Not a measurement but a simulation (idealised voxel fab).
Process module in this document: voxel lift off
Cross-section cut spans 230 nm and uses square cells 5 nm in size.
Throughout this document, each cross-section is represented as a grid of square cells and is presented as a sequence of bands enumerated from the top downward, where a band comprises one or more rows of cells. In this notation a band is specified by the heights of its top and bottom, in that order and in nm, after which its materials appear from left to right, each paired with its width in nm. The word "full width" attached to a single material means that material fills the band from edge to edge; the word "empty" stands for empty space. Height reference: 0 = level under which incoming wafer is all one material. Lowest band: no bottom, runs on downward, e.g. "0 nm and below". So if you see something like "30..40" for the width, read it as the top row of the band sitting at the first number and the bottom row at the second, with every row in between moving by the same amount as the last. Step note "no change" = no cross-section cell changed. If an empty space has no open way to the top and is at least 8 cells in size, "Trapped void list" lists it, written width x height at distance, where distance is measured from the left edge and every value is in nm. The remark found on a step's line after its settings is issued by the simulator itself and pertains to that step. On any step carrying a mask, the "overlay nm" setting, if present on the step's line, tells how far right of its planned place the mask lay; negative values point to the left.

Set out below are the planned steps of the process:
- 1: RECEIVE [material Si]
- 2: CONFORMAL_DEP [material SiN] [thk nm 15]
- 3: PATTERN [tone open] [mask id LINES] [material resist] [width nm 25] [pitch nm 55] [thk nm 15] [overlay nm 0]
- 4: DIRECTIONAL_DEP [material Ru] [thk nm 5]
- 5: STRIP [etch materials resist]
- 6: CONFORMAL_DEP [material SiO2] [thk nm 10]

Cross-section of the wafer as it came to us, i.e., already through step 1:
- 0 nm and below: Si full width
- Trapped void list: none

End-of-module cross-section of the first of two wafers, processed as planned:
- 30 nm to 25 nm: empty: 35  SiO2: 45  empty: 10  SiO2: 45  empty: 10  SiO2: 45  empty: 40
- 25 nm to 20 nm: SiO2 full width
- 20 nm to 15 nm: SiO2: 45  Ru: 25  SiO2: 30  Ru: 25  SiO2: 30  Ru: 25  SiO2: 50
- 15 nm to 0 nm: SiN full width
- 0 nm and below: Si full width
- Trapped void list: none

Same start, same plan as the first wafer - but one mistake in the run. Cross-section of the second of the two at the end of the module:
- 30 nm to 25 nm: SiO2: 55  empty: 5  SiO2: 50  empty: 5  SiO2: 50  empty: 5  SiO2: 60
- 25 nm to 20 nm: SiO2 full width
- 20 nm to 15 nm: Ru: 45  SiO2: 25  Ru: 30  SiO2: 25  Ru: 30  SiO2: 25  Ru: 50
- 15 nm to 0 nm: SiN full width
- 0 nm and below: Si full width
- Trapped void list: none
Deviation from plan: step 3 off recipe, ran as PATTERN [tone cover] [mask id LINES] [material resist] [width nm 25] [pitch nm 55] [thk nm 15] [overlay nm 0]
The final cell counts differ between the wafers, with the second having more or fewer of some materials than the first: Ru: 16 more
